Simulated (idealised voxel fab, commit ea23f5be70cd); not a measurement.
You're looking at the process module voxel self aligned vias.
Pictured: cross-section cut, 285 nm wide, on a grid of 5 nm square cells.
Square cells in a grid make up a cross-section in this document, and the grid is given as bands, listed from the top down, each one or more rows of cells. Top, bottom (nm), then materials left to right with widths (nm); lone material tagged "throughout" fills the whole band edge to edge; "air" = empty space. Heights from 0 (as-received wafer is one material below). Bottom band endless downward, as "0..down". Quick explanation for "30..40": the width changes in equal steps down the rows of cells, from the first number in the band's top row to the second number in its bottom row. What does "no change" mean for a step? It means no cell of the cross-section changed in that step. "Closed void table" contains a list of empty spaces, each no smaller than 8 cells and without an open way to the top, written in the form width x height at distance with the distance from the left edge and all three in nm. The remark found on a step's line after its settings is issued by the simulator itself and pertains to that step. overlay nm: on a step with a mask, how far right of its planned place the mask lay; negative means left. Everything after this point is organized in pairs: a cross-section before one process step, a cross-section after it that shows only as deep as the lowest changed band, and, under the pair, the intervening step with its settings. Because different runs of this module on the same starting wafer can supply different pairs, a pair continues from the pair above it only if its entry headed "Pre-processing view" says so.
**Pre-processing view**
  45..40 | lowk: 85  SiN: 30  lowk: 45  SiN: 30  lowk: 95
  40..20 | lowk: 85  TiN: 5  Ru: 20  TiN: 5  lowk: 45  TiN: 5  Ru: 20  TiN: 5  lowk: 95
  20..15 | lowk: 85  TiN: 30  lowk: 45  TiN: 30  lowk: 95
  15..10 | SiCN throughout
  10..0 | SiO2 throughout
  0..down | Si throughout
  Closed void table: none
**Post-Step Snapshot**
  65..45 | lowk throughout
  Whatever lies below 45 is exactly as it was before.
  Closed void table: none
Between the two cross-sections shown above lies DIRECTIONAL_DEP,material lowk,thk nm 20
Pre-processing view: we pick up right where the pair above leaves off, with its after cross-section.
**Post-Step Snapshot**
  65..45 | lowk: 80  air: 50  lowk: 25  air: 50  lowk: 80
  Whatever lies below 45 is exactly as it was before.
  Closed void table: none
Between the two cross-sections shown above lies MASKED_ETCH,tone open,mask id VIAS,width nm 50,pitch nm 75,etch materials lowk,depth nm 20,overlay nm 0
Pre-processing view: we pick up right where the pair above leaves off, with its after cross-section.
**Post-Step Snapshot**
  65..45 | lowk: 80  air: 50  lowk: 25  air: 50  lowk: 80
  45..40 | lowk: 85  air: 30  lowk: 45  air: 30  lowk: 95
  Whatever lies below 40 is exactly as it was before.
  Closed void table: none
Between the two cross-sections shown above lies MASKED_ETCH,tone open,mask id VIAS,width nm 50,pitch nm 75,etch materials SiN,depth nm 5,overlay nm 0
Pre-processing view: we pick up right where the pair above leaves off, with its after cross-section.
**Post-Step Snapshot**
  70..65 | TiN: 85  air: 40  TiN: 35  air: 40  TiN: 85
  65..50 | lowk: 80  TiN: 5  air: 40  TiN: 5  lowk: 25  TiN: 5  air: 40  TiN: 5  lowk: 80
  50..45 | lowk: 80  TiN: 10  air: 20  TiN: 20  lowk: 25  TiN: 10  air: 20  TiN: 20  lowk: 80
  45..40 | lowk: 85  TiN: 30  lowk: 45  TiN: 30  lowk: 95
  Whatever lies below 40 is exactly as it was before.
  Closed void table: none
Between the two cross-sections shown above lies CONFORMAL_DEP,material TiN,thk nm 5
Pre-processing view: we pick up right where the pair above leaves off, with its after cross-section.
**Post-Step Snapshot**
  75..70 | Cu throughout
  70..65 | TiN: 85  Cu: 40  TiN: 35  Cu: 40  TiN: 85
  65..50 | lowk: 80  TiN: 5  Cu: 40  TiN: 5  lowk: 25  TiN: 5  Cu: 40  TiN: 5  lowk: 80
  50..45 | lowk: 80  TiN: 10  Cu: 20  TiN: 20  lowk: 25  TiN: 10  Cu: 20  TiN: 20  lowk: 80
  Whatever lies below 45 is exactly as it was before.
  Closed void table: none
Between the two cross-sections shown above lies FILL_DEP,material Cu,thk nm 5
Pre-processing view: we pick up right where the pair above leaves off, with its after cross-section.
**Post-Step Snapshot**
  65..50 | lowk: 80  TiN: 5  Cu: 40  TiN: 5  lowk: 25  TiN: 5  Cu: 40  TiN: 5  lowk: 80
  Whatever lies below 50 is exactly as it was before.
  Closed void table: none
Between the two cross-sections shown above lies CMP,height nm 65
Pre-processing view: we pick up right where the pair above leaves off, with its after cross-section.
**Post-Step Snapshot**
  70..65 | SiCN throughout
  Whatever lies below 65 is exactly as it was before.
  Closed void table: none
Between the two cross-sections shown above lies CONFORMAL_DEP,material SiCN,thk nm 5
**Pre-processing view**
  50..45 | TiN: 95  air: 20  TiN: 55  air: 20  TiN: 95
  45..20 | lowk: 90  TiN: 5  air: 20  TiN: 5  lowk: 45  TiN: 5  air: 20  TiN: 5  lowk: 90
  20..15 | lowk: 90  TiN: 30  lowk: 45  TiN: 30  lowk: 90
  15..10 | SiCN throughout
  10..0 | SiO2 throughout
  0..down | Si throughout
  Closed void table: none
**Post-Step Snapshot**
  55..50 | Cu throughout
  50..45 | TiN: 95  Cu: 20  TiN: 55  Cu: 20  TiN: 95
  45..20 | lowk: 90  TiN: 5  Cu: 20  TiN: 5  lowk: 45  TiN: 5  Cu: 20  TiN: 5  lowk: 90
  Whatever lies below 20 is exactly as it was before.
  Closed void table: none
Between the two cross-sections shown above lies FILL_DEP,material Cu,thk nm 5
Pre-processing view: we pick up right where the pair above leaves off, with its after cross-section.
**Post-Step Snapshot**
  45..20 | lowk: 90  TiN: 5  Cu: 20  TiN: 5  lowk: 45  TiN: 5  Cu: 20  TiN: 5  lowk: 90
  Whatever lies below 20 is exactly as it was before.
  Closed void table: none
Between the two cross-sections shown above lies CMP,height nm 45
Pre-processing view: we pick up right where the pair above leaves off, with its after cross-section.
**Post-Step Snapshot**
  45..40 | lowk: 90  air: 5  Cu: 20  air: 5  lowk: 45  air: 5  Cu: 20  air: 5  lowk: 90
  Whatever lies below 40 is exactly as it was before.
  Closed void table: none
Between the two cross-sections shown above lies SELECTIVE_ETCH,etch materials W Ru TiN,depth nm 5
Pre-processing view: we pick up right where the pair above leaves off, with its after cross-section.
**Post-Step Snapshot**
  50..45 | SiN throughout
  45..40 | lowk: 90  SiN: 5  Cu: 20  SiN: 5  lowk: 45  SiN: 5  Cu: 20  SiN: 5  lowk: 90
  Whatever lies below 40 is exactly as it was before.
  Closed void table: none
Between the two cross-sections shown above lies FILL_DEP,material SiN,thk nm 5
Pre-processing view: we pick up right where the pair above leaves off, with its after cross-section.
**Post-Step Snapshot**
  45..40 | lowk: 90  SiN: 5  Cu: 20  SiN: 5  lowk: 45  SiN: 5  Cu: 20  SiN: 5  lowk: 90
  Whatever lies below 40 is exactly as it was before.
  Closed void table: none
Between the two cross-sections shown above lies CMP,height nm 45
Pre-processing view: we pick up right where the pair above leaves off, with its after cross-section.
**Post-Step Snapshot**
  65..45 | lowk throughout
  Whatever lies below 45 is exactly as it was before.
  Closed void table: none
Between the two cross-sections shown above lies DIRECTIONAL_DEP,material lowk,thk nm 20
Pre-processing view: we pick up right where the pair above leaves off, with its after cross-section.
**Post-Step Snapshot**
  65..45 | lowk: 80  air: 50  lowk: 25  air: 50  lowk: 80
  Whatever lies below 45 is exactly as it was before.
  Closed void table: none
Between the two cross-sections shown above lies MASKED_ETCH,tone open,mask id VIAS,width nm 50,pitch nm 75,etch materials lowk,depth nm 20,overlay nm 0
Pre-processing view: we pick up right where the pair above leaves off, with its after cross-section.
**Post-Step Snapshot**
  65..45 | lowk: 80  air: 50  lowk: 25  air: 50  lowk: 80
  45..40 | lowk: 90  air: 5  Cu: 20  air: 5  lowk: 45  air: 5  Cu: 20  air: 5  lowk: 90
  Whatever lies below 40 is exactly as it was before.
  Closed void table: none
Between the two cross-sections shown above lies MASKED_ETCH,tone open,mask id VIAS,width nm 50,pitch nm 75,etch materials SiN,depth nm 5,overlay nm 0
Pre-processing view: we pick up right where the pair above leaves off, with its after cross-section.
**Post-Step Snapshot**
  70..65 | TiN: 85  air: 40  TiN: 35  air: 40  TiN: 85
  65..50 | lowk: 80  TiN: 5  air: 40  TiN: 5  lowk: 25  TiN: 5  air: 40  TiN: 5  lowk: 80
  50..45 | lowk: 80  TiN: 50  lowk: 25  TiN: 50  lowk: 80
  45..20 | lowk: 90  TiN: 5  Cu: 20  TiN: 5  lowk: 45  TiN: 5  Cu: 20  TiN: 5  lowk: 90
  Whatever lies below 20 is exactly as it was before.
  Closed void table: none
Between the two cross-sections shown above lies CONFORMAL_DEP,material TiN,thk nm 5
Pre-processing view: we pick up right where the pair above leaves off, with its after cross-section.
**Post-Step Snapshot**
  75..70 | Cu throughout
  70..65 | TiN: 85  Cu: 40  TiN: 35  Cu: 40  TiN: 85
  65..50 | lowk: 80  TiN: 5  Cu: 40  TiN: 5  lowk: 25  TiN: 5  Cu: 40  TiN: 5  lowk: 80
  Whatever lies below 50 is exactly as it was before.
  Closed void table: none
Between the two cross-sections shown above lies FILL_DEP,material Cu,thk nm 5
Pre-processing view: we pick up right where the pair above leaves off, with its after cross-section.
**Post-Step Snapshot**
  65..50 | lowk: 80  TiN: 5  Cu: 40  TiN: 5  lowk: 25  TiN: 5  Cu: 40  TiN: 5  lowk: 80
  Whatever lies below 50 is exactly as it was before.
  Closed void table: none
Between the two cross-sections shown above lies CMP,height nm 65
Pre-processing view: we pick up right where the pair above leaves off, with its after cross-section.
**Post-Step Snapshot**
  70..65 | SiCN throughout
  Whatever lies below 65 is exactly as it was before.
  Closed void table: none
Between the two cross-sections shown above lies CONFORMAL_DEP,material SiCN,thk nm 5
**Pre-processing view**
  65..45 | lowk throughout
  45..40 | lowk: 90  SiN: 30  lowk: 45  SiN: 30  lowk: 90
  40..20 | lowk: 90  TiN: 5  Ru: 20  TiN: 5  lowk: 45  TiN: 5  Ru: 20  TiN: 5  lowk: 90
  20..15 | lowk: 90  TiN: 30  lowk: 45  TiN: 30  lowk: 90
  15..10 | SiCN throughout
  10..0 | SiO2 throughout
  0..down | Si throughout
  Closed void table: none
**Post-Step Snapshot**
  65..45 | air: 80  lowk: 50  air: 25  lowk: 50  air: 80
  Whatever lies below 45 is exactly as it was before.
  Closed void table: none
Between the two cross-sections shown above lies MASKED_ETCH,tone cover,mask id VIAS,width nm 50,pitch nm 75,etch materials lowk,depth nm 20,overlay nm 0
Pre-processing view: we pick up right where the pair above leaves off, with its after cross-section.
**Post-Step Snapshot**
  70..65 | air: 75  TiN: 60  air: 15  TiN: 60  air: 75
  65..50 | air: 75  TiN: 5  lowk: 50  TiN: 5  air: 15  TiN: 5  lowk: 50  TiN: 5  air: 75
  50..45 | TiN: 80  lowk: 50  TiN: 25  lowk: 50  TiN: 80
  Whatever lies below 45 is exactly as it was before.
  Closed void table: none
Between the two cross-sections shown above lies CONFORMAL_DEP,material TiN,thk nm 5
Pre-processing view: we pick up right where the pair above leaves off, with its after cross-section.
**Post-Step Snapshot**
  75..70 | Cu throughout
  70..65 | Cu: 75  TiN: 60  Cu: 15  TiN: 60  Cu: 75
  65..50 | Cu: 75  TiN: 5  lowk: 50  TiN: 5  Cu: 15  TiN: 5  lowk: 50  TiN: 5  Cu: 75
  Whatever lies below 50 is exactly as it was before.
  Closed void table: none
Between the two cross-sections shown above lies FILL_DEP,material Cu,thk nm 5
Pre-processing view: we pick up right where the pair above leaves off, with its after cross-section.
**Post-Step Snapshot**
  65..50 | Cu: 75  TiN: 5  lowk: 50  TiN: 5  Cu: 15  TiN: 5  lowk: 50  TiN: 5  Cu: 75
  Whatever lies below 50 is exactly as it was before.
  Closed void table: none
Between the two cross-sections shown above lies CMP,height nm 65
Pre-processing view: we pick up right where the pair above leaves off, with its after cross-section.
**Post-Step Snapshot**
  70..65 | SiCN throughout
  Whatever lies below 65 is exactly as it was before.
  Closed void table: none
Between the two cross-sections shown above lies CONFORMAL_DEP,material SiCN,thk nm 5
